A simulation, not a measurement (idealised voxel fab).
Herein follows the process module entitled voxel self aligned contacts.
Each square cell in cross-section cut measures 5 nm, and the section as a whole is 230 nm wide.
Just so we're on the same page, the cross-sections are grids of square cells, and they're listed out in bands top to bottom, each band one or more rows deep. It is stipulated that each band's entry specify, in nanometres, the height of the top of the band and then that of its bottom, followed by the materials of the band in left-to-right sequence, each together with its width in nanometres. A single material marked by the word "throughout" is understood to fill the band from edge to edge; the word "blank" is understood to denote empty space. Heads up on the height convention: 0 is the point under which the incoming wafer is all one material, and the lowest band has no bottom, it just keeps going down, like "0 down". A width such as "30..40" changes by the same amount from each row of cells to the next, from the band's top row to its bottom row. Step note "nothing different" = no cross-section cell changed. "Voids, sealed" - sealed voids, min. 8 cells, no opening to top; format: width x height at distance (distance from left edge; nm throughout). On each step's line, the part that comes after the settings is the simulator's own comment on the step. What "overlay nm" on a step's line means: if the step has a mask, that mask lay this far to the right of its planned place, or, when the value is negative, to the left.
[These are the steps we planned for the process]
| 1 | RECEIVE [material Si] |
| 2 | OXIDIZE [depth nm 5] |
| 3 | DIRECTIONAL_DEP [material polySi] [thk nm 25] |
| 4 | DIRECTIONAL_DEP [material SiN] [thk nm 20] |
| 5 | PATTERN [tone cover] [mask id GATE] [material resist] [width nm 35] [pitch nm 70] [thk nm 15] [overlay nm 0] |
| 6 | DIRECTIONAL_ETCH [etch materials SiN] [depth nm 20] |
| 7 | DIRECTIONAL_ETCH [etch materials polySi] [depth nm 25] |
| 8 | STRIP [etch materials resist] |
| 9 | CONFORMAL_DEP [material SiN] [thk nm 5] |
| 10 | DIRECTIONAL_ETCH [etch materials SiN] [depth nm 5] |
| 11 | FILL_DEP [material SiO2] [thk nm 15] |
| 12 | CMP [height nm 50] |
| 13 | MASKED_ETCH [tone open] [mask id CONTACT] [width nm 55] [etch materials SiO2] [depth nm 55] [overlay nm 0] |
| 14 | CONFORMAL_DEP [material TiN] [thk nm 5] |
| 15 | FILL_DEP [material Ru] [thk nm 10] |
| 16 | CMP [height nm 50] |
| 17 | CONFORMAL_DEP [material SiCN] [thk nm 5] |
[Cross-section of the wafer upon arrival, representing the state reached after step 1]
  0 down | Si throughout
  Voids, sealed: none
[Cross-section, first of two wafers, end of module, run as planned]
  55 to 50 | SiCN throughout
  50 to 45 | SiO2=85, then TiN=20, then Ru=15, then TiN=20, then SiO2=90
  45 to 25 | SiO2=55, then SiN=45, then TiN=5, then Ru=15, then TiN=5, then SiN=45, then SiO2=60
  25 to 0 | SiO2=55, then SiN=5, then polySi=35, then SiN=5, then TiN=5, then Ru=15, then TiN=5, then SiN=5, then polySi=35, then SiN=5, then SiO2=60
  0 to -5 | SiO2=100, then TiN=25, then SiO2=105
  -5 down | Si throughout
  Voids, sealed: none
[Wafer two cross-section, module end. Start and plan unchanged from wafer one; one mistake made during the run]
  55 to 50 | SiCN throughout
  50 to 45 | SiO2=55, then SiN=45, then TiN=25, then SiN=45, then SiO2=60
  45 to 25 | SiN throughout
  25 to 0 | polySi throughout
  0 to -5 | SiO2 throughout
  -5 down | Si throughout
  Voids, sealed: none
Nonconformance to the process plan: plan step 4 was twice executed
Bottom line after processing is that, in cells, the second wafer is up or down on some materials versus the first: Ru: 30 fewer, SiN: 110 more, SiO2: 214 fewer, TiN: 26 fewer, polySi: 160 more
